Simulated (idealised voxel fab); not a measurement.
You're looking at the process module voxel transistor to metal.
Each square cell in cross-section cut measures 5 nm, and the section as a whole is 160 nm wide.
For the purposes of this document, a cross-section shall be understood as a grid of square cells, specified as bands listed in top-to-bottom order, each band consisting of one or more rows of cells. Basically the band line says how high the top is and how high the bottom is, in nm, and then what's in it from left to right, every material with its width in nm. Empty space shows up as "air", and if a single material carries "everywhere" it runs the full band edge to edge. Measure heights from 0. That's the level where, below it, the as-received wafer is all one material. The lowest band is bottomless and extends downward; write it as in "0 nm and below". When a width is written as two numbers, as in "30->40", the first number is the width in the top row of cells of the band and the second is the width in its bottom row, and the width changes by the same amount from each row to the next. The designation "left unchanged", where it is given for a processing step, indicates that no cell of the cross-section was altered in the course of that step. So "Entrapped void list" is basically the list of trapped voids: any empty space of 8 cells or more that can't reach the top through an opening. They're written width x height at distance, the distance being from the left edge, and it's all nm. Where a step's line continues beyond its settings, the continuation is a remark by the simulator itself on that step. overlay nm: mask offset rightward from planned place, masked step; negative means leftward offset.

# This section lists the process steps that were planned
1) op RECEIVE | material Si
2) op OXIDIZE | depth nm 5
3) op CONFORMAL_DEP | material SiN | thk nm 10
4) op PATTERN | tone cover | mask id ACTIVE | material resist | width nm 100 | thk nm 20 | overlay nm 0
5) op DIRECTIONAL_ETCH | etch materials SiN | depth nm 10
6) op DIRECTIONAL_ETCH | etch materials SiO2 | depth nm 5
7) op DIRECTIONAL_ETCH | etch materials Si | depth nm 30
8) op STRIP | etch materials resist
9) op OXIDIZE | depth nm 5
10) op FILL_DEP | material SiO2 | thk nm 5
11) op CMP | height nm 10
12) op SELECTIVE_ETCH | etch materials SiO2 | depth nm 5
13) op STRIP | etch materials SiN
14) op SELECTIVE_ETCH | etch materials SiO2 | depth nm 5
15) op OXIDIZE | depth nm 5
16) op DIRECTIONAL_DEP | material polySi | thk nm 25
17) op DIRECTIONAL_DEP | material SiCN | thk nm 15
18) op MASKED_ETCH | tone cover | mask id GATE | width nm 20 | etch materials SiCN | depth nm 25 | overlay nm 0
19) op MASKED_ETCH | tone cover | mask id GATE | width nm 20 | etch materials polySi | depth nm 35 | overlay nm 0
20) op CONFORMAL_DEP | material SiN | thk nm 5
21) op DIRECTIONAL_ETCH | etch materials SiN | depth nm 5
22) op DIRECTIONAL_ETCH | etch materials SiO2 | depth nm 5
23) op EPI | material nSi | thk nm 5
24) op FILL_DEP | material SiO2 | thk nm 5
25) op CMP | height nm 35
26) op DIRECTIONAL_DEP | material SiO2 | thk nm 15
27) op PATTERN | tone open | mask id CONTACT | material resist | width nm 20 | pitch nm 70 | thk nm 20 | overlay nm 0
28) op DIRECTIONAL_ETCH | etch materials SiO2 | depth nm 55
29) op STRIP | etch materials resist
30) op CONFORMAL_DEP | material TiN | thk nm 5
31) op FILL_DEP | material W | thk nm 10
32) op CMP | height nm 50
33) op CONFORMAL_DEP | material SiN | thk nm 5
34) op DIRECTIONAL_DEP | material lowk | thk nm 20
35) op PATTERN | tone open | mask id METAL_1 | material resist | width nm 20 | pitch nm 70 | thk nm 15 | overlay nm 0
36) op DIRECTIONAL_ETCH | etch materials lowk | depth nm 20
37) op DIRECTIONAL_ETCH | etch materials SiN | depth nm 5
38) op STRIP | etch materials resist
39) op CONFORMAL_DEP | material TiN | thk nm 5
40) op FILL_DEP | material Ru | thk nm 10
41) op CMP | height nm 75
42) op CONFORMAL_DEP | material SiCN | thk nm 5
43) op DIRECTIONAL_DEP | material lowk | thk nm 25
44) op DIRECTIONAL_DEP | material aC | thk nm 15
45) op PATTERN | tone open | mask id METAL_2_HOLES | material resist | width nm 15 | pitch nm 70 | thk nm 35 | overlay nm 0
46) op DIRECTIONAL_ETCH | etch materials aC | depth nm 15
47) op STRIP | etch materials resist
48) op DIRECTIONAL_ETCH | etch materials lowk | depth nm 25
49) op STRIP | etch materials aC
50) op PATTERN | tone open | mask id METAL_2 | material resist | width nm 15 | pitch nm 70 | thk nm 15 | overlay nm 0
51) op DIRECTIONAL_ETCH | etch materials lowk | depth nm 15
52) op DIRECTIONAL_ETCH | etch materials SiCN | depth nm 5
53) op STRIP | etch materials resist
54) op CONFORMAL_DEP | material TiN | thk nm 5
55) op FILL_DEP | material Cu | thk nm 10
56) op CMP | height nm 105
57) op CONFORMAL_DEP | material SiCN | thk nm 5
Across this set of wafers, the varied parameter is the width nm of step 50. Starting conditions are identical for every wafer, and the plan reports the value assigned to the first wafer.

# This is how the first of several wafers looked in cross-section when it arrived, which is after step 1
- 0 nm and below  Si everywhere
- Entrapped void list: none

# Below: a row per wafer. Contents at end of module: for every material, cells gained since receipt (+) or lost since receipt (-); then closed voids
width nm 15; +12 Cu; +16 Ru; -148 Si; +72 SiCN; +42 SiN; +316 SiO2; +100 TiN; +40 W; +220 lowk; +14 nSi; +20 polySi; Entrapped void list: none
width nm 20; +14 Cu; +16 Ru; -148 Si; +70 SiCN; +42 SiN; +316 SiO2; +100 TiN; +40 W; +220 lowk; +14 nSi; +20 polySi; Entrapped void list: none
width nm 25; +18 Cu; +16 Ru; -148 Si; +70 SiCN; +42 SiN; +316 SiO2; +102 TiN; +40 W; +214 lowk; +14 nSi; +20 polySi; Entrapped void list: none
width nm 30; +22 Cu; +16 Ru; -148 Si; +70 SiCN; +42 SiN; +316 SiO2; +104 TiN; +40 W; +208 lowk; +14 nSi; +20 polySi; Entrapped void list: none
width nm 35; +26 Cu; +16 Ru; -148 Si; +70 SiCN; +42 SiN; +316 SiO2; +106 TiN; +40 W; +202 lowk; +14 nSi; +20 polySi; Entrapped void list: none
